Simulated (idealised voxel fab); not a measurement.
The following is a process module called voxel fin reveal.
Cross-section cut: width 245 nm, square cells of 5 nm.
How to read a cross-section here: the picture is a grid of square cells, written as bands going from the top down, and any band can span one or more rows of cells. Heights first: top, then bottom, in nm. Then materials, left to right, each with a width in nm. "throughout" on a single material: fills the band edge to edge. "empty": empty space. Heights are expressed relative to 0, this being the level below which the as-received wafer comprises one material exclusively. The lowest band is unbounded in the downward direction and is denoted as in "0..down". It should be noted that a width expressed as "30..40" varies in equal increments from row to row of cells within the band, taking the value of the first number at the top row and that of the second number at the bottom row. When a step is marked "nothing altered", none of the cells in the cross-section changed during that step. "Closed void table" - sealed voids, min. 8 cells, no opening to top; format: width x height at distance (distance from left edge; nm throughout). On a step's line, text after the settings is the simulator commenting on that step. You can add "overlay nm" to a step's line. For a step with a mask, it describes how far the mask lay to the right of its planned position, and a negative number describes a lay to the left.
**The following list gives the planned process steps**
1) RECEIVE with material Si
2) CONFORMAL_DEP with material SiN, thk nm 10
3) MASKED_ETCH with tone cover, mask id FINS, width nm 15, pitch nm 40, etch materials SiN, depth nm 10, overlay nm 0
4) MASKED_ETCH with tone cover, mask id FINS, width nm 15, pitch nm 40, etch materials Si, depth nm 35, overlay nm 0
5) OXIDIZE with depth nm 5
6) FILL_DEP with material SiO2, thk nm 15
7) CMP with height nm 10
8) SELECTIVE_ETCH with etch materials SiO2, depth nm 30
9) STRIP with etch materials SiN
**first wafer, as planned**
**as received, after step 1**
	0..down = Si throughout
	Closed void table: none
**Step 2 done - wafer cross-section**
	10..0 = SiN throughout
	Below a height of 0, the structure has not been altered.
**Step 3 done - wafer cross-section**
	10..0 = 95 empty, 15 SiN, 25 empty, 15 SiN, 95 empty
	Below a height of 0, the structure has not been altered.
**Step 4 done - wafer cross-section**
	10..0 = 95 empty, 15 SiN, 25 empty, 15 SiN, 95 empty
	0..-35 = 95 empty, 15 Si, 25 empty, 15 Si, 95 empty
	Below a height of -35, the structure has not been altered.
**Step 5 done - wafer cross-section**
	10..0 = 95 empty, 15 SiN, 25 empty, 15 SiN, 95 empty
	0..-35 = 95 empty, 5 SiO2, 5 Si, 5 SiO2, 25 empty, 5 SiO2, 5 Si, 5 SiO2, 95 empty
	-35..-40 = 100 SiO2, 5 Si, 35 SiO2, 5 Si, 100 SiO2
	Below a height of -40, the structure has not been altered.
**Step 6 done - wafer cross-section**
	25..10 = SiO2 throughout
	10..0 = 95 SiO2, 15 SiN, 25 SiO2, 15 SiN, 95 SiO2
	0..-40 = 100 SiO2, 5 Si, 35 SiO2, 5 Si, 100 SiO2
	Below a height of -40, the structure has not been altered.
**Step 7 done - wafer cross-section**
	10..0 = 95 SiO2, 15 SiN, 25 SiO2, 15 SiN, 95 SiO2
	Below a height of 0, the structure has not been altered.
**Step 8 done - wafer cross-section**
	10..0 = 95 empty, 15 SiN, 25 empty, 15 SiN, 95 empty
	0..-20 = 100 empty, 5 Si, 35 empty, 5 Si, 100 empty
	Below a height of -20, the structure has not been altered.
**Step 9 done - wafer cross-section**
	0..-20 = 100 empty, 5 Si, 35 empty, 5 Si, 100 empty
	Below a height of -20, the structure has not been altered.
**Notes, second wafer: start = first wafer's, plan = first wafer's, execution had one mistake; history identical to first through step 2**
**Cross-section of the second wafer at the time by which step 3 should have been completed according to the plan**
	10..0 = 90 empty, 15 SiN, 25 empty, 15 SiN, 100 empty
	Below a height of 0, the structure has not been altered.
**Cross-section of the second wafer at the time by which step 4 should have been completed according to the plan**
	10..0 = 90 empty, 15 SiN, 25 empty, 15 SiN, 100 empty
	0..-35 = 90 empty, 20 Si, 20 empty, 20 Si, 95 empty
	Below a height of -35, the structure has not been altered.
**Cross-section of the second wafer at the time by which step 5 should have been completed according to the plan**
	10..0 = 90 empty, 15 SiN, 25 empty, 15 SiN, 100 empty
	0..-5 = 90 empty, 5 SiO2, 5 Si, 10 SiO2, 20 empty, 5 SiO2, 5 Si, 10 SiO2, 95 empty
	-5..-35 = 90 empty, 5 SiO2, 10 Si, 5 SiO2, 20 empty, 5 SiO2, 10 Si, 5 SiO2, 95 empty
	-35..-40 = 95 SiO2, 10 Si, 30 SiO2, 10 Si, 100 SiO2
	Below a height of -40, the structure has not been altered.
**Cross-section of the second wafer at the time by which step 6 should have been completed according to the plan**
	25..10 = SiO2 throughout
	10..0 = 90 SiO2, 15 SiN, 25 SiO2, 15 SiN, 100 SiO2
	0..-5 = 95 SiO2, 5 Si, 35 SiO2, 5 Si, 105 SiO2
	-5..-40 = 95 SiO2, 10 Si, 30 SiO2, 10 Si, 100 SiO2
	Below a height of -40, the structure has not been altered.
**Cross-section of the second wafer at the time by which step 7 should have been completed according to the plan**
	10..0 = 90 SiO2, 15 SiN, 25 SiO2, 15 SiN, 100 SiO2
	Below a height of 0, the structure has not been altered.
**Cross-section of the second wafer at the time by which step 8 should have been completed according to the plan**
	10..0 = 90 empty, 15 SiN, 25 empty, 15 SiN, 100 empty
	0..-5 = 95 empty, 5 Si, 35 empty, 5 Si, 105 empty
	-5..-20 = 95 empty, 10 Si, 30 empty, 10 Si, 100 empty
	Below a height of -20, the structure has not been altered.
**Cross-section of the second wafer at the time by which step 9 should have been completed according to the plan**
	0..-5 = 95 empty, 5 Si, 35 empty, 5 Si, 105 empty
	Below a height of -5, the structure has not been altered.
Where did the run depart from the plan? step 3 did not use the planned setting and instead ran as MASKED_ETCH with tone cover, mask id FINS, width nm 15, pitch nm 40, etch materials SiN, depth nm 10, overlay nm -5
Wrapping up, a cell-based count of both wafers puts the second over or under the first for these materials: 14 more of Si | 8 fewer of SiO2
